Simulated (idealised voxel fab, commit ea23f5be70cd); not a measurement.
Process module in this document: voxel gate over fins
This is section cut - it's 255 nm across, gridded in 5 nm square cells.
Cross-section layout: square cells on a grid; listed as bands, top to bottom; a band spans one or more cell rows. Top height, bottom height, nm. Materials left to right, width each, nm. Single material + "throughout" = fills band edge to edge. "air" = empty. Zero point of the height axis is 0; under it, received wafer = one material. Lowest band: continues down indefinitely, "from 0 down". The two numbers in a width such as "30 to 40" mark its ends across the band: the first belongs to the top row of cells, the second to the bottom row, and from each row to the next the width moves by the same amount. "stayed the same" (step): cross-section cells unchanged, all of them. If an empty space has no open way to the top and is at least 8 cells in size, "Enclosed voids" lists it, written width x height at distance, where distance is measured from the left edge and every value is in nm. What comes after the settings on a step's line is commentary from the simulator itself on that step. When a step includes a mask, the "overlay nm" setting on its line states how far to the right of its planned place that mask lay, and negative values state how far to the left.
These are the steps we planned for the process
1 RECEIVE | material Si
2 CONFORMAL_DEP | material SiN | thk nm 5
3 MASKED_ETCH | tone cover | mask id FINS | width nm 15 | pitch nm 55 | etch materials SiN | depth nm 5 | overlay nm 0
4 MASKED_ETCH | tone cover | mask id FINS | width nm 15 | pitch nm 55 | etch materials Si | depth nm 40 | overlay nm 0
5 FILL_DEP | material SiO2 | thk nm 5
6 CMP | height nm 5
7 PATTERN | tone open | mask id RAIL | material resist | width nm 15 | thk nm 20 | overlay nm 0
8 DIRECTIONAL_ETCH | etch materials SiO2 | depth nm 40
9 STRIP | etch materials resist
10 CONFORMAL_DEP | material TiN | thk nm 5
11 FILL_DEP | material Ru | thk nm 5
12 CMP | height nm 5
13 SELECTIVE_ETCH | etch materials W Ru TiN | depth nm 25
14 FILL_DEP | material SiO2 | thk nm 5
15 CMP | height nm 5
16 SELECTIVE_ETCH | etch materials SiO2 | depth nm 15
17 STRIP | etch materials SiN
18 CONFORMAL_DEP | material HfO2 | thk nm 5
19 CONFORMAL_DEP | material TiN | thk nm 5
20 CONFORMAL_DEP | material TiAl | thk nm 5
21 CONFORMAL_DEP | material TiN | thk nm 5
22 FILL_DEP | material W | thk nm 15
23 CMP | height nm 30
24 CONFORMAL_DEP | material SiN | thk nm 10
Cross-section of the wafer as it came to us, i.e., already through step 1
- from 0 down = Si throughout
- Enclosed voids: none
Looking at the first of two wafers in cross-section at end of module - ran to plan
- from 40 to 30 = SiN throughout
- from 30 to 20 = W throughout
- from 20 to 15 = 15 W; 220 TiN; 20 W
- from 15 to 10 = 15 W; 5 TiN; 45 TiAl; 10 TiN; 45 TiAl; 10 TiN; 45 TiAl; 10 TiN; 45 TiAl; 5 TiN; 20 W
- from 10 to 5 = 20 TiN; 5 TiAl; 35 TiN; 5 TiAl; 10 TiN; 5 TiAl; 35 TiN; 5 TiAl; 10 TiN; 5 TiAl; 35 TiN; 5 TiAl; 10 TiN; 5 TiAl; 35 TiN; 5 TiAl; 25 TiN
- from 5 to 0 = 25 TiAl; 5 TiN; 25 HfO2; 5 TiN; 20 TiAl; 5 TiN; 25 HfO2; 5 TiN; 20 TiAl; 5 TiN; 25 HfO2; 5 TiN; 20 TiAl; 5 TiN; 25 HfO2; 5 TiN; 30 TiAl
- from 0 to -5 = 30 TiN; 5 HfO2; 15 Si; 5 HfO2; 30 TiN; 5 HfO2; 15 Si; 5 HfO2; 30 TiN; 5 HfO2; 15 Si; 5 HfO2; 30 TiN; 5 HfO2; 15 Si; 5 HfO2; 35 TiN
- from -5 to -10 = 35 HfO2; 15 Si; 40 HfO2; 15 Si; 40 HfO2; 15 Si; 40 HfO2; 15 Si; 40 HfO2
- from -10 to -20 = 35 SiO2; 15 Si; 40 SiO2; 15 Si; 40 SiO2; 15 Si; 40 SiO2; 15 Si; 40 SiO2
- from -20 to -30 = 35 SiO2; 15 Si; 10 SiO2; 5 TiN; 5 Ru; 5 TiN; 15 SiO2; 15 Si; 40 SiO2; 15 Si; 40 SiO2; 15 Si; 40 SiO2
- from -30 to -35 = 35 SiO2; 15 Si; 10 SiO2; 15 TiN; 15 SiO2; 15 Si; 40 SiO2; 15 Si; 40 SiO2; 15 Si; 40 SiO2
- from -35 to -40 = 35 SiO2; 15 Si; 40 SiO2; 15 Si; 40 SiO2; 15 Si; 40 SiO2; 15 Si; 40 SiO2
- from -40 down = Si throughout
- Enclosed voids: none
Wafer two, end of module, cross-section. Same start, same plan as wafer one. One mistake in the run
- from 40 to 30 = SiN throughout
- from 30 to 20 = W throughout
- from 20 to 15 = 15 W; 220 TiN; 20 W
- from 15 to 10 = 15 W; 5 TiN; 45 TiAl; 10 TiN; 45 TiAl; 10 TiN; 45 TiAl; 10 TiN; 45 TiAl; 5 TiN; 20 W
- from 10 to 5 = 20 TiN; 5 TiAl; 35 TiN; 5 TiAl; 10 TiN; 5 TiAl; 35 TiN; 5 TiAl; 10 TiN; 5 TiAl; 35 TiN; 5 TiAl; 10 TiN; 5 TiAl; 35 TiN; 5 TiAl; 25 TiN
- from 5 to 0 = 25 TiAl; 5 TiN; 25 HfO2; 5 TiN; 20 TiAl; 5 TiN; 25 HfO2; 5 TiN; 20 TiAl; 5 TiN; 25 HfO2; 5 TiN; 20 TiAl; 5 TiN; 25 HfO2; 5 TiN; 30 TiAl
- from 0 to -5 = 30 TiN; 5 HfO2; 15 Si; 5 HfO2; 30 TiN; 5 HfO2; 15 Si; 5 HfO2; 30 TiN; 5 HfO2; 15 Si; 5 HfO2; 30 TiN; 5 HfO2; 15 Si; 5 HfO2; 35 TiN
- from -5 to -10 = 25 HfO2; 5 TiN; 5 HfO2; 15 Si; 5 HfO2; 5 TiN; 20 HfO2; 5 TiN; 5 HfO2; 15 Si; 5 HfO2; 5 TiN; 20 HfO2; 5 TiN; 5 HfO2; 15 Si; 5 HfO2; 5 TiN; 20 HfO2; 5 TiN; 5 HfO2; 15 Si; 5 HfO2; 5 TiN; 30 HfO2
- from -10 to -15 = 20 SiO2; 15 HfO2; 15 Si; 15 HfO2; 10 SiO2; 15 HfO2; 15 Si; 15 HfO2; 10 SiO2; 15 HfO2; 15 Si; 15 HfO2; 10 SiO2; 15 HfO2; 15 Si; 15 HfO2; 25 SiO2
- from -15 to -20 = 35 SiO2; 15 Si; 40 SiO2; 15 Si; 40 SiO2; 15 Si; 40 SiO2; 15 Si; 40 SiO2
- from -20 to -30 = 35 SiO2; 15 Si; 10 SiO2; 5 TiN; 5 Ru; 5 TiN; 15 SiO2; 15 Si; 40 SiO2; 15 Si; 40 SiO2; 15 Si; 40 SiO2
- from -30 to -35 = 35 SiO2; 15 Si; 10 SiO2; 15 TiN; 15 SiO2; 15 Si; 40 SiO2; 15 Si; 40 SiO2; 15 Si; 40 SiO2
- from -35 to -40 = 35 SiO2; 15 Si; 40 SiO2; 15 Si; 40 SiO2; 15 Si; 40 SiO2; 15 Si; 40 SiO2
- from -40 down = Si throughout
- Enclosed voids: none
Deviation from plan: steps 16 and 17 got flipped, so each one ran where the other should have
Once processing is complete, comparing cell counts shows that the second wafer has more or fewer of certain materials than the first: +16 HfO2 | -24 SiO2 | +8 TiN
